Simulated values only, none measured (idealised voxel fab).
process module | voxel ribs on slabs
cross-section cut | 165 nm wide | cells 5 nm
A cross-section is a grid of square cells, given in bands from the top down. A band is one or more rows of cells.
Each band's line starts with the height of the band's top and of its bottom, in nm. Then come its materials from left to right, each with its width in nm. One material with "throughout" fills the band from edge to edge. "air" is empty space.
Height 0 is the level under which the wafer as received is all one material. The lowest band goes on downwards, as in "0 down".
A width such as "30 to 40" changes by the same amount from each row of cells to the next, from the band's top row to its bottom row.
"no change" after a step means that no cell of the cross-section changed.
closed voids: empty space of 8 cells or more with no open way to the top, each as width x height at its distance from the left edge, in nm
after a step's settings: what the simulator itself notes on the step
overlay nm, on a step with a mask: how far to the right of its planned place the mask lay; to the left if negative
plan
1 op RECEIVE | material Si
2 op DIRECTIONAL_DEP | material SiO2 | thk nm 20
3 op DIRECTIONAL_DEP | material SiN | thk nm 15
4 op PATTERN | tone cover | mask id RIB | material resist | width nm 15 | thk nm 20 | overlay nm 0
5 op DIRECTIONAL_ETCH | etch materials SiN | depth nm 5
6 op STRIP | etch materials resist
7 op MASKED_ETCH | tone cover | mask id SLAB | width nm 55 | etch materials SiN | depth nm 10 | overlay nm 0
8 op FILL_DEP | material SiO2 | thk nm 25
9 op CMP | height nm 55
10 op DIRECTIONAL_DEP | material TiN | thk nm 10
11 op DIRECTIONAL_DEP | material aC | thk nm 10
12 op PATTERN | tone cover | mask id HEATER | material resist | width nm 25 | thk nm 30 | overlay nm 0
13 op DIRECTIONAL_ETCH | etch materials aC | depth nm 10
14 op STRIP | etch materials resist
15 op DIRECTIONAL_ETCH | etch materials TiN | depth nm 10
16 op STRIP | etch materials aC
17 op CONFORMAL_DEP | material SiO2 | thk nm 5
varied across the wafers: thk nm of step 17. The plan shows the first wafer's value. All wafers start alike
first wafer as received, after step 1
  0 down: Si throughout
  closed voids: none
each wafer at the end: cells of each material gained (+) or lost (-) since it was received, then its closed voids
thk nm 5 | +25 SiN | +375 SiO2 | +10 TiN | closed voids: none
thk nm 10 | +25 SiN | +412 SiO2 | +10 TiN | closed voids: none
thk nm 15 | +25 SiN | +449 SiO2 | +10 TiN | closed voids: none
thk nm 20 | +25 SiN | +486 SiO2 | +10 TiN | closed voids: none
thk nm 25 | +25 SiN | +523 SiO2 | +10 TiN | closed voids: none
